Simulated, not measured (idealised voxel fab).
The following process module bears the name voxel self aligned contacts.
FYI the section here is cut, 155 nm wide, cells are 5 nm squares.
The cross-sections in this document take the form of a grid made of square cells. They are written out as bands, in order from top to bottom. Each band consists of one or more rows of cells. This entry defines a band. It first specifies the height of the band's top and the height of its bottom in nm, and then specifies the band's materials from left to right, stating each material with its width in nm. The word "edge to edge" identifies a single material that fills the band from edge to edge, while the word "empty" identifies empty space. Beneath 0, the wafer as received is one material, and that level is where height counting begins. The lowest band goes on downward without a bottom; it is written like "0..down". The width entry "30->40" should be interpreted row by row: the top row of cells in the band takes the first number, the bottom row takes the second number, and the change between adjacent rows is uniform throughout. Where a step carries "remains unaltered", the cross-section came out of it unchanged, cell for cell. Any empty space of 8 cells or more lacking an open way to the top shows up in "Voids lacking openings" as width x height at distance, distance from the left edge, in nm. Step line, after settings: the simulator's comment on this step. When a step includes a mask, the "overlay nm" setting on its line states how far to the right of its planned place that mask lay, and negative values state how far to the left.
The process steps that were planned are listed below
1. RECEIVE [material Si]
2. OXIDIZE [depth nm 5]
3. DIRECTIONAL_DEP [material polySi] [thk nm 20]
4. DIRECTIONAL_DEP [material SiN] [thk nm 25]
5. MASKED_ETCH [tone cover] [mask id GATE] [width nm 35] [pitch nm 75] [etch materials SiN] [depth nm 25] [overlay nm 0]
6. MASKED_ETCH [tone cover] [mask id GATE] [width nm 35] [pitch nm 75] [etch materials polySi] [depth nm 20] [overlay nm 0]
7. CONFORMAL_DEP [material SiN] [thk nm 10]
8. DIRECTIONAL_ETCH [etch materials SiN] [depth nm 10]
9. FILL_DEP [material SiO2] [thk nm 15]
10. CMP [height nm 50]
11. DIRECTIONAL_DEP [material aC] [thk nm 10]
12. PATTERN [tone open] [mask id CONTACT] [material resist] [width nm 60] [thk nm 25] [overlay nm 0]
13. DIRECTIONAL_ETCH [etch materials aC] [depth nm 10]
14. STRIP [etch materials resist]
15. DIRECTIONAL_ETCH [etch materials SiO2] [depth nm 55]
16. STRIP [etch materials aC]
17. CONFORMAL_DEP [material TiN] [thk nm 5]
18. FILL_DEP [material W] [thk nm 5]
19. CMP [height nm 50]
20. CONFORMAL_DEP [material SiCN] [thk nm 5]
first wafer, as planned
As received (post step 1): cross-section
    0..down  Si edge to edge
    Voids lacking openings: none
So this is the wafer cross-section right after step 2
    0..-5  SiO2 edge to edge
    Everything below -5 is unchanged.
So this is the wafer cross-section right after step 3
    20..0  polySi edge to edge
    Everything below 0 is unchanged.
So this is the wafer cross-section right after step 4
    45..20  SiN edge to edge
    Everything below 20 is unchanged.
So this is the wafer cross-section right after step 5
    45..20  empty=20 / SiN=35 / empty=40 / SiN=35 / empty=25
    Everything below 20 is unchanged.
So this is the wafer cross-section right after step 6
    45..20  empty=20 / SiN=35 / empty=40 / SiN=35 / empty=25
    20..0  empty=20 / polySi=35 / empty=40 / polySi=35 / empty=25
    Everything below 0 is unchanged.
So this is the wafer cross-section right after step 7
    55..20  empty=10 / SiN=55 / empty=20 / SiN=55 / empty=15
    20..10  empty=10 / SiN=10 / polySi=35 / SiN=10 / empty=20 / SiN=10 / polySi=35 / SiN=10 / empty=15
    10..0  SiN=20 / polySi=35 / SiN=40 / polySi=35 / SiN=25
    Everything below 0 is unchanged.
So this is the wafer cross-section right after step 8
    45..20  empty=10 / SiN=55 / empty=20 / SiN=55 / empty=15
    20..0  empty=10 / SiN=10 / polySi=35 / SiN=10 / empty=20 / SiN=10 / polySi=35 / SiN=10 / empty=15
    Everything below 0 is unchanged.
So this is the wafer cross-section right after step 9
    60..45  SiO2 edge to edge
    45..20  SiO2=10 / SiN=55 / SiO2=20 / SiN=55 / SiO2=15
    20..0  SiO2=10 / SiN=10 / polySi=35 / SiN=10 / SiO2=20 / SiN=10 / polySi=35 / SiN=10 / SiO2=15
    Everything below 0 is unchanged.
So this is the wafer cross-section right after step 10
    50..45  SiO2 edge to edge
    Everything below 45 is unchanged.
So this is the wafer cross-section right after step 11
    60..50  aC edge to edge
    Everything below 50 is unchanged.
So this is the wafer cross-section right after step 12
    85..60  resist=45 / empty=60 / resist=50
    Everything below 60 is unchanged.
So this is the wafer cross-section right after step 13
    75..60  resist=45 / empty=60 / resist=50
    60..50  aC=45 / empty=60 / aC=50
    Everything below 50 is unchanged.
So this is the wafer cross-section right after step 14
    60..50  aC=45 / empty=60 / aC=50
    Everything below 50 is unchanged.
So this is the wafer cross-section right after step 15
    60..50  aC=45 / empty=60 / aC=50
    50..45  SiO2=45 / empty=60 / SiO2=50
    45..20  SiO2=10 / SiN=55 / empty=20 / SiN=55 / SiO2=15
    20..0  SiO2=10 / SiN=10 / polySi=35 / SiN=10 / empty=20 / SiN=10 / polySi=35 / SiN=10 / SiO2=15
    0..-5  SiO2=65 / empty=20 / SiO2=70
    Everything below -5 is unchanged.
So this is the wafer cross-section right after step 16
    50..45  SiO2=45 / empty=60 / SiO2=50
    Everything below 45 is unchanged.
So this is the wafer cross-section right after step 17
    55..50  TiN=50 / empty=50 / TiN=55
    50..45  SiO2=45 / TiN=25 / empty=10 / TiN=25 / SiO2=50
    45..20  SiO2=10 / SiN=55 / TiN=5 / empty=10 / TiN=5 / SiN=55 / SiO2=15
    20..0  SiO2=10 / SiN=10 / polySi=35 / SiN=10 / TiN=5 / empty=10 / TiN=5 / SiN=10 / polySi=35 / SiN=10 / SiO2=15
    0..-5  SiO2=65 / TiN=20 / SiO2=70
    Everything below -5 is unchanged.
So this is the wafer cross-section right after step 18
    60..55  W edge to edge
    55..50  TiN=50 / W=50 / TiN=55
    50..45  SiO2=45 / TiN=25 / W=10 / TiN=25 / SiO2=50
    45..20  SiO2=10 / SiN=55 / TiN=5 / W=10 / TiN=5 / SiN=55 / SiO2=15
    20..0  SiO2=10 / SiN=10 / polySi=35 / SiN=10 / TiN=5 / W=10 / TiN=5 / SiN=10 / polySi=35 / SiN=10 / SiO2=15
    Everything below 0 is unchanged.
So this is the wafer cross-section right after step 19
    50..45  SiO2=45 / TiN=25 / W=10 / TiN=25 / SiO2=50
    Everything below 45 is unchanged.
So this is the wafer cross-section right after step 20
    55..50  SiCN edge to edge
    Everything below 50 is unchanged.
The second wafer was prepared from the same starting point and under the same plan as the first; its processing contained one mistake, and it remains indistinguishable from the first wafer up to and including step 11
Cross-section: second wafer, time at which step 12 was scheduled to end
    85..60  resist=40 / empty=70 / resist=45
    Everything below 60 is unchanged.
Cross-section: second wafer, time at which step 13 was scheduled to end
    75..60  resist=40 / empty=70 / resist=45
    60..50  aC=40 / empty=70 / aC=45
    Everything below 50 is unchanged.
Cross-section: second wafer, time at which step 14 was scheduled to end
    60..50  aC=40 / empty=70 / aC=45
    Everything below 50 is unchanged.
Cross-section: second wafer, time at which step 15 was scheduled to end
    60..50  aC=40 / empty=70 / aC=45
    50..45  SiO2=40 / empty=70 / SiO2=45
    45..20  SiO2=10 / SiN=55 / empty=20 / SiN=55 / SiO2=15
    20..0  SiO2=10 / SiN=10 / polySi=35 / SiN=10 / empty=20 / SiN=10 / polySi=35 / SiN=10 / SiO2=15
    0..-5  SiO2=65 / empty=20 / SiO2=70
    Everything below -5 is unchanged.
Cross-section: second wafer, time at which step 16 was scheduled to end
    50..45  SiO2=40 / empty=70 / SiO2=45
    Everything below 45 is unchanged.
Cross-section: second wafer, time at which step 17 was scheduled to end
    55..50  TiN=45 / empty=60 / TiN=50
    50..45  SiO2=40 / TiN=30 / empty=10 / TiN=30 / SiO2=45
    45..20  SiO2=10 / SiN=55 / TiN=5 / empty=10 / TiN=5 / SiN=55 / SiO2=15
    20..0  SiO2=10 / SiN=10 / polySi=35 / SiN=10 / TiN=5 / empty=10 / TiN=5 / SiN=10 / polySi=35 / SiN=10 / SiO2=15
    0..-5  SiO2=65 / TiN=20 / SiO2=70
    Everything below -5 is unchanged.
Cross-section: second wafer, time at which step 18 was scheduled to end
    60..55  W edge to edge
    55..50  TiN=45 / W=60 / TiN=50
    50..45  SiO2=40 / TiN=30 / W=10 / TiN=30 / SiO2=45
    45..20  SiO2=10 / SiN=55 / TiN=5 / W=10 / TiN=5 / SiN=55 / SiO2=15
    20..0  SiO2=10 / SiN=10 / polySi=35 / SiN=10 / TiN=5 / W=10 / TiN=5 / SiN=10 / polySi=35 / SiN=10 / SiO2=15
    Everything below 0 is unchanged.
Cross-section: second wafer, time at which step 19 was scheduled to end
    50..45  SiO2=40 / TiN=30 / W=10 / TiN=30 / SiO2=45
    Everything below 45 is unchanged.
Cross-section: second wafer, time at which step 20 was scheduled to end
    55..50  SiCN edge to edge
    Everything below 50 is unchanged.
It is concluded that the wafer was processed incorrectly with respect to the plan, in that step 12: run off-plan, actual operation and settings PATTERN [tone open] [mask id CONTACT] [material resist] [width nm 70] [thk nm 25] [overlay nm 0]
It is noted that, at the conclusion of processing, the second wafer exhibits a higher or lower cell count for certain materials relative to the first: 2 fewer of SiO2, 2 more of TiN
